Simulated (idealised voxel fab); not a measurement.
Process module name: voxel quadruple lines
Section cut is 215 nm wide and gridded with 5 nm square cells.
Heads up, the way a cross-section reads in here is a grid of square cells, handed over as bands from the top down, with every band being one or more rows of cells.
Within each band entry, the heights of the top and of the bottom of the band appear first, in that order and in nm; the materials of the band then follow from left to right, each with its corresponding width in nm. The designation "everywhere" on a single material indicates that it fills the band from edge to edge; the designation "air" indicates empty space.
A quick word on heights: they are counted from 0, and under that level the wafer as it came to us is one material throughout. The lowest band is different from the rest in having no bottom; it simply continues downward, written as in "0..down".
So if you see something like "30 to 40" for the width, read it as the top row of the band sitting at the first number and the bottom row at the second, with every row in between moving by the same amount as the last.
The designation "left unchanged", where it is given for a processing step, indicates that no cell of the cross-section was altered in the course of that step.
"Sealed void inventory" contains a list of empty spaces, each no smaller than 8 cells and without an open way to the top, written in the form width x height at distance with the distance from the left edge and all three in nm.
Post-settings text on a step line: simulator's own remark regarding the step.
The setting "overlay nm" may be written on the line of a step. When the step uses a mask, the value reports how far to the right of the planned place the mask lay, and a negative value reports that it lay to the left.
[Planned process steps]
1,RECEIVE [material Si]
2,CONFORMAL_DEP [material Al2O3] [thk nm 10]
3,DIRECTIONAL_DEP [material W] [thk nm 15]
4,DIRECTIONAL_DEP [material polySi] [thk nm 20]
5,DIRECTIONAL_DEP [material aC] [thk nm 20]
6,PATTERN [tone cover] [mask id MANDREL] [material resist] [width nm 25] [thk nm 25] [overlay nm 0]
7,DIRECTIONAL_ETCH [etch materials aC] [depth nm 20]
8,STRIP [etch materials resist]
9,CONFORMAL_DEP [material SiO2] [thk nm 15]
10,DIRECTIONAL_ETCH [etch materials SiO2] [depth nm 15]
11,STRIP [etch materials aC]
12,DIRECTIONAL_ETCH [etch materials polySi] [depth nm 20]
13,STRIP [etch materials SiO2]
14,CONFORMAL_DEP [material SiCN] [thk nm 5]
15,DIRECTIONAL_ETCH [etch materials SiCN] [depth nm 5]
16,STRIP [etch materials polySi]
17,DIRECTIONAL_ETCH [etch materials W] [depth nm 15]
18,STRIP [etch materials SiCN]
19,FILL_DEP [material SiO2] [thk nm 5]
20,CMP [height nm 25]
[Wafer at receipt (post step 1), cross-section]
	0..down  Si everywhere
	Sealed void inventory: none
[Cross-sectional result after module completion. Note: starting condition and plan are unchanged from above; one processing mistake was made]
	25..15  Al2O3 everywhere
	15..0  W everywhere
	0..down  Si everywhere
	Sealed void inventory: none
In executing the process, a mistake was made relative to the plan: the intended sequence of steps 2 and 3 was reversed during processing, with each occupying the position of the other
